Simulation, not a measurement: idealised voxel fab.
process module | voxel capacitor over wiring
cross-section cut | 165 nm wide | cells 5 nm
A cross-section is a grid of square cells, given in bands from the top down. A band is one or more rows of cells.
Each band's line starts with the height of the band's top and of its bottom, in nm. Then come its materials from left to right, each with its width in nm. One material with "throughout" fills the band from edge to edge. "air" is empty space.
Height 0 is the level under which the wafer as received is all one material. The lowest band goes on downwards, as in "0 down".
A width such as "30 to 40" changes by the same amount from each row of cells to the next, from the band's top row to its bottom row.
"no change" after a step means that no cell of the cross-section changed.
closed voids: empty space of 8 cells or more with no open way to the top, each as width x height at its distance from the left edge, in nm
after a step's settings: what the simulator itself notes on the step
overlay nm, on a step with a mask: how far to the right of its planned place the mask lay; to the left if negative
plan
1 op RECEIVE | material Si
2 op CONFORMAL_DEP | material SiO2 | thk nm 15
3 op CONFORMAL_DEP | material SiN | thk nm 5
4 op DIRECTIONAL_DEP | material lowk | thk nm 20
5 op PATTERN | tone open | mask id METAL_1 | material resist | width nm 25 | pitch nm 90 | thk nm 15 | overlay nm 0
6 op DIRECTIONAL_ETCH | etch materials lowk | depth nm 20
7 op DIRECTIONAL_ETCH | etch materials SiN | depth nm 5
8 op STRIP | etch materials resist
9 op CONFORMAL_DEP | material TiN | thk nm 5
10 op FILL_DEP | material W | thk nm 10
11 op CMP | height nm 40
12 op CONFORMAL_DEP | material SiCN | thk nm 5
13 op DIRECTIONAL_DEP | material SiO2 | thk nm 15
14 op MASKED_ETCH | tone open | mask id PLUG_1 | width nm 15 | etch materials SiO2 | depth nm 15 | overlay nm 0
15 op MASKED_ETCH | tone open | mask id PLUG_1 | width nm 15 | etch materials SiCN | depth nm 5 | overlay nm 0
16 op EPI | material Ru | thk nm 10
17 op EPI | material Ru | thk nm 10
18 op DIRECTIONAL_DEP | material TiN | thk nm 10
19 op DIRECTIONAL_DEP | material SiN | thk nm 5
20 op DIRECTIONAL_DEP | material TiN | thk nm 10
21 op PATTERN | tone cover | mask id UPPER_PLATE | material resist | width nm 70 | thk nm 20 | overlay nm 0
22 op DIRECTIONAL_ETCH | etch materials TiN | depth nm 10
23 op DIRECTIONAL_ETCH | etch materials SiN | depth nm 5
24 op STRIP | etch materials resist
25 op MASKED_ETCH | tone cover | mask id LOWER_PLATE | width nm 80 | etch materials TiN | depth nm 10 | overlay nm 0
26 op FILL_DEP | material SiO2 | thk nm 20
27 op CMP | height nm 100
28 op DIRECTIONAL_DEP | material aC | thk nm 15
29 op PATTERN | tone open | mask id PLUG_2 | material resist | width nm 15 | thk nm 35 | overlay nm 0
30 op DIRECTIONAL_ETCH | etch materials aC | depth nm 15
31 op STRIP | etch materials resist
32 op DIRECTIONAL_ETCH | etch materials SiO2 | depth nm 15
33 op STRIP | etch materials aC
34 op CONFORMAL_DEP | material TiN | thk nm 5
35 op FILL_DEP | material Ru | thk nm 10
36 op CMP | height nm 100
37 op CONFORMAL_DEP | material SiCN | thk nm 5
as received, after step 1
  0 down: Si throughout
  closed voids: none
a wafer at the end: this start, this plan, one mistake
  105 to 100: SiCN throughout
  100 to 90: SiO2 45 | TiN 5 | Ru 5 | TiN 5 | SiO2 105
  90 to 85: SiO2 45 | TiN 15 | SiO2 105
  85 to 75: SiO2 35 | TiN 70 | SiO2 60
  75 to 65: SiO2 30 | TiN 80 | SiO2 55
  65 to 60: SiN throughout
  60 to 45: SiO2 35 | Ru 15 | SiO2 115
  45 to 40: SiCN 35 | Ru 15 | SiCN 115
  40 to 20: lowk 25 | TiN 5 | W 15 | TiN 5 | lowk 65 | TiN 5 | W 15 | TiN 5 | lowk 25
  20 to 15: SiN 25 | TiN 25 | SiN 65 | TiN 25 | SiN 25
  15 to 0: SiO2 throughout
  0 down: Si throughout
  closed voids: none
what went wrong: steps 18 and 19 were swapped
